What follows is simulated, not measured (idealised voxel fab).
The document below concerns the process module designated voxel transistor to metal.
It is cross-section cut that appears here, measuring 250 nm in width, its square cells being 5 nm in size.
A cross-section is a grid of square cells, given in bands from the top down. A band is one or more rows of cells.
Band: top and bottom heights (nm) first, top before bottom; then materials from left to right, widths in nm. "full width" marks a sole material filling the band edge to edge. "blank" denotes empty space.
Beneath 0, the wafer as received is one material, and that level is where height counting begins. The lowest band goes on downward without a bottom; it is written like "top 0, no bottom".
The expression "30->40" gives the width at the extremes of the band, the first number at its top row of cells and the second at its bottom row, with the width changing by equal amounts from each row to the next in between.
Step marked "nothing changed"? Then no cell in the cross-section changed in it.
Any empty space of 8 cells or more lacking an open way to the top shows up in "Enclosed voids" as width x height at distance, distance from the left edge, in nm.
On each step's line, the part that comes after the settings is the simulator's own comment on the step.
Each step line may optionally specify "overlay nm", which for a step with a mask gives the rightward distance between the mask's planned place and where it lay, a negative value indicating the leftward direction.

Planned step list for the process
1 RECEIVE [material Si]
2 CONFORMAL_DEP [material SiO2] [thk nm 5]
3 CONFORMAL_DEP [material SiN] [thk nm 10]
4 PATTERN [tone cover] [mask id ACTIVE] [material resist] [width nm 95] [pitch nm 125] [thk nm 15] [overlay nm 0]
5 DIRECTIONAL_ETCH [etch materials SiN] [depth nm 10]
6 DIRECTIONAL_ETCH [etch materials SiO2] [depth nm 5]
7 DIRECTIONAL_ETCH [etch materials Si] [depth nm 25]
8 STRIP [etch materials resist]
9 FILL_DEP [material SiO2] [thk nm 5]
10 CMP [height nm 15]
11 SELECTIVE_ETCH [etch materials SiO2] [depth nm 5]
12 STRIP [etch materials SiN]
13 SELECTIVE_ETCH [etch materials SiO2] [depth nm 5]
14 OXIDIZE [depth nm 5]
15 DIRECTIONAL_DEP [material polySi] [thk nm 25]
16 DIRECTIONAL_DEP [material SiCN] [thk nm 15]
17 PATTERN [tone cover] [mask id GATE] [material resist] [width nm 25] [pitch nm 125] [thk nm 20] [overlay nm 0]
18 DIRECTIONAL_ETCH [etch materials SiCN] [depth nm 25]
19 DIRECTIONAL_ETCH [etch materials polySi] [depth nm 35]
20 STRIP [etch materials resist]
21 CONFORMAL_DEP [material SiO2] [thk nm 5]
22 DIRECTIONAL_ETCH [etch materials SiO2] [depth nm 5]
23 CONFORMAL_DEP [material SiN] [thk nm 10]
24 DIRECTIONAL_ETCH [etch materials SiN] [depth nm 10]
25 DIRECTIONAL_ETCH [etch materials SiO2] [depth nm 5]
26 DIRECTIONAL_ETCH [etch materials Si] [depth nm 5]
27 EPI [material pSi] [thk nm 10]
28 FILL_DEP [material SiO2] [thk nm 10]
29 CMP [height nm 40]
30 DIRECTIONAL_DEP [material SiO2] [thk nm 15]
31 DIRECTIONAL_DEP [material aC] [thk nm 10]
32 PATTERN [tone open] [mask id CONTACT] [material resist] [width nm 25] [thk nm 25] [overlay nm 0]
33 DIRECTIONAL_ETCH [etch materials aC] [depth nm 10]
34 STRIP [etch materials resist]
35 DIRECTIONAL_ETCH [etch materials SiO2] [depth nm 50]
36 STRIP [etch materials aC]
37 CONFORMAL_DEP [material TiN] [thk nm 5]
38 FILL_DEP [material Ru] [thk nm 5]
39 CMP [height nm 55]
40 DIRECTIONAL_DEP [material TiN] [thk nm 5]
41 DIRECTIONAL_DEP [material Ru] [thk nm 25]
42 MASKED_ETCH [tone cover] [mask id METAL_1] [width nm 15] [etch materials Ru] [depth nm 25] [overlay nm 0]
43 MASKED_ETCH [tone cover] [mask id METAL_1] [width nm 15] [etch materials TiN] [depth nm 5] [overlay nm 0]
44 CONFORMAL_DEP [material SiN] [thk nm 5]
45 FILL_DEP [material lowk] [thk nm 10]
46 CMP [height nm 85]
47 CONFORMAL_DEP [material SiCN] [thk nm 5]
48 DIRECTIONAL_DEP [material lowk] [thk nm 30]
49 MASKED_ETCH [tone open] [mask id METAL_2] [width nm 15] [pitch nm 125] [etch materials lowk] [depth nm 20] [overlay nm 0]
50 DIRECTIONAL_DEP [material aC] [thk nm 15]
51 PATTERN [tone open] [mask id METAL_2_HOLES] [material resist] [width nm 15] [pitch nm 125] [thk nm 30] [overlay nm 0]
52 DIRECTIONAL_ETCH [etch materials aC] [depth nm 15]
53 STRIP [etch materials resist]
54 DIRECTIONAL_ETCH [etch materials lowk] [depth nm 10]
55 DIRECTIONAL_ETCH [etch materials SiCN] [depth nm 5]
56 STRIP [etch materials aC]
57 CONFORMAL_DEP [material TiN] [thk nm 5]
58 FILL_DEP [material Ru] [thk nm 5]
59 CMP [height nm 120]
60 CONFORMAL_DEP [material SiN] [thk nm 5]

Wafer as received: cross-section following step 1
* top 0, no bottom | Si full width
* Enclosed voids: none

Sectioned view, first of two wafers, at the close of the module, processed as intended in the plan
* top 125, bottom 120 | SiN full width
* top 120, bottom 90 | lowk (20)  TiN (5)  Ru (5)  TiN (5)  lowk (110)  TiN (5)  Ru (5)  TiN (5)  lowk (90)
* top 90, bottom 85 | SiCN (20)  TiN (15)  SiCN (110)  TiN (15)  SiCN (90)
* top 85, bottom 60 | lowk (15)  SiN (5)  Ru (15)  SiN (5)  lowk (45)  SiN (5)  Ru (15)  SiN (5)  lowk (30)  SiN (5)  Ru (15)  SiN (5)  lowk (45)  SiN (5)  Ru (15)  SiN (5)  lowk (15)
* top 60, bottom 55 | SiN (20)  TiN (15)  SiN (55)  TiN (15)  SiN (40)  TiN (15)  SiN (55)  TiN (15)  SiN (20)
* top 55, bottom 45 | SiO2 (20)  TiN (5)  Ru (15)  TiN (5)  SiO2 (35)  TiN (5)  Ru (15)  TiN (5)  SiO2 (40)  TiN (5)  Ru (15)  TiN (5)  SiO2 (35)  TiN (5)  Ru (15)  TiN (5)  SiO2 (20)
* top 45, bottom 40 | SiO2 (20)  TiN (5)  Ru (5)  TiN (15)  SiO2 (35)  TiN (15)  Ru (5)  TiN (5)  SiO2 (40)  TiN (5)  Ru (5)  TiN (15)  SiO2 (35)  TiN (15)  Ru (5)  TiN (5)  SiO2 (20)
* top 40, bottom 25 | SiO2 (20)  TiN (5)  Ru (5)  TiN (5)  SiN (10)  SiO2 (5)  SiCN (25)  SiO2 (5)  SiN (10)  TiN (5)  Ru (5)  TiN (5)  SiO2 (40)  TiN (5)  Ru (5)  TiN (5)  SiN (10)  SiO2 (5)  SiCN (25)  SiO2 (5)  SiN (10)  TiN (5)  Ru (5)  TiN (5)  SiO2 (20)
* top 25, bottom 10 | SiO2 (20)  TiN (5)  Ru (5)  TiN (5)  SiN (10)  SiO2 (5)  polySi (25)  SiO2 (5)  SiN (10)  TiN (5)  Ru (5)  TiN (5)  SiO2 (40)  TiN (5)  Ru (5)  TiN (5)  SiN (10)  SiO2 (5)  polySi (25)  SiO2 (5)  SiN (10)  TiN (5)  Ru (5)  TiN (5)  SiO2 (20)
* top 10, bottom 5 | SiO2 (20)  TiN (15)  SiN (10)  SiO2 (5)  polySi (25)  SiO2 (5)  SiN (10)  TiN (15)  SiO2 (40)  TiN (15)  SiN (10)  SiO2 (5)  polySi (25)  SiO2 (5)  SiN (10)  TiN (15)  SiO2 (20)
* top 5, bottom 0 | SiO2 (15)  SiN (10)  pSi (10)  SiN (10)  SiO2 (5)  polySi (25)  SiO2 (5)  SiN (10)  pSi (10)  SiN (10)  SiO2 (30)  SiN (10)  pSi (10)  SiN (10)  SiO2 (5)  polySi (25)  SiO2 (5)  SiN (10)  pSi (10)  SiN (10)  SiO2 (15)
* top 0, bottom -5 | SiO2 (25)  pSi (10)  SiO2 (55)  pSi (10)  SiO2 (50)  pSi (10)  SiO2 (55)  pSi (10)  SiO2 (25)
* top -5, bottom -10 | SiO2 (15)  Si (10)  pSi (10)  Si (55)  pSi (10)  Si (10)  SiO2 (30)  Si (10)  pSi (10)  Si (55)  pSi (10)  Si (10)  SiO2 (15)
* top -10, bottom -25 | SiO2 (15)  Si (95)  SiO2 (30)  Si (95)  SiO2 (15)
* top -25, no bottom | Si full width
* Enclosed voids: none

Here is the second of the two wafers cut open at the end of the module - same start, same plan as the first one, but we made one mistake running it
* top 125, bottom 120 | SiN full width
* top 120, bottom 90 | lowk (20)  TiN (5)  Ru (5)  TiN (5)  lowk (110)  TiN (5)  Ru (5)  TiN (5)  lowk (90)
* top 90, bottom 85 | SiCN (20)  TiN (15)  SiCN (110)  TiN (15)  SiCN (90)
* top 85, bottom 60 | lowk (15)  SiN (5)  Ru (15)  SiN (5)  lowk (45)  SiN (5)  Ru (15)  SiN (5)  lowk (30)  SiN (5)  Ru (15)  SiN (5)  lowk (45)  SiN (5)  Ru (15)  SiN (5)  lowk (15)
* top 60, bottom 55 | SiN (20)  TiN (15)  SiN (55)  TiN (15)  SiN (40)  TiN (15)  SiN (55)  TiN (15)  SiN (20)
* top 55, bottom 45 | SiO2 (20)  TiN (5)  Ru (15)  TiN (5)  SiO2 (35)  TiN (5)  Ru (15)  TiN (5)  SiO2 (40)  TiN (5)  Ru (15)  TiN (5)  SiO2 (35)  TiN (5)  Ru (15)  TiN (5)  SiO2 (20)
* top 45, bottom 40 | SiO2 (20)  TiN (5)  Ru (5)  TiN (15)  SiO2 (35)  TiN (15)  Ru (5)  TiN (5)  SiO2 (40)  TiN (5)  Ru (5)  TiN (15)  SiO2 (35)  TiN (15)  Ru (5)  TiN (5)  SiO2 (20)
* top 40, bottom 25 | SiO2 (20)  TiN (5)  Ru (5)  TiN (5)  SiN (10)  SiO2 (5)  SiCN (25)  SiO2 (5)  SiN (10)  TiN (5)  Ru (5)  TiN (5)  SiO2 (40)  TiN (5)  Ru (5)  TiN (5)  SiN (10)  SiO2 (5)  SiCN (25)  SiO2 (5)  SiN (10)  TiN (5)  Ru (5)  TiN (5)  SiO2 (20)
* top 25, bottom 10 | SiO2 (20)  TiN (5)  Ru (5)  TiN (5)  SiN (10)  SiO2 (5)  polySi (25)  SiO2 (5)  SiN (10)  TiN (5)  Ru (5)  TiN (5)  SiO2 (40)  TiN (5)  Ru (5)  TiN (5)  SiN (10)  SiO2 (5)  polySi (25)  SiO2 (5)  SiN (10)  TiN (5)  Ru (5)  TiN (5)  SiO2 (20)
* top 10, bottom 5 | SiO2 (20)  TiN (15)  SiN (10)  SiO2 (5)  polySi (25)  SiO2 (5)  SiN (10)  TiN (15)  SiO2 (40)  TiN (15)  SiN (10)  SiO2 (5)  polySi (25)  SiO2 (5)  SiN (10)  TiN (15)  SiO2 (20)
* top 5, bottom 0 | SiO2 (15)  SiN (10)  pSi (10)  SiN (10)  SiO2 (5)  polySi (25)  SiO2 (5)  SiN (10)  pSi (10)  SiN (10)  SiO2 (30)  SiN (10)  pSi (10)  SiN (10)  SiO2 (5)  polySi (25)  SiO2 (5)  SiN (10)  pSi (10)  SiN (10)  SiO2 (15)
* top 0, bottom -5 | SiO2 (25)  pSi (10)  SiO2 (55)  pSi (10)  SiO2 (50)  pSi (10)  SiO2 (55)  pSi (10)  SiO2 (25)
* top -5, bottom -10 | SiO2 (15)  Si (10)  pSi (10)  Si (55)  pSi (10)  Si (10)  SiO2 (30)  Si (10)  pSi (10)  Si (55)  pSi (10)  Si (10)  SiO2 (15)
* top -10, bottom -15 | SiO2 (15)  Si (95)  SiO2 (30)  Si (95)  SiO2 (15)
* top -15, no bottom | Si full width
* Enclosed voids: none
Plan not followed: heads up, step 7 didn't go per plan, it actually ran as DIRECTIONAL_ETCH [etch materials Si] [depth nm 15]
It is noted that, at the conclusion of processing, the second wafer exhibits a higher or lower cell count for certain materials relative to the first: 24 more of Si; 24 fewer of SiO2
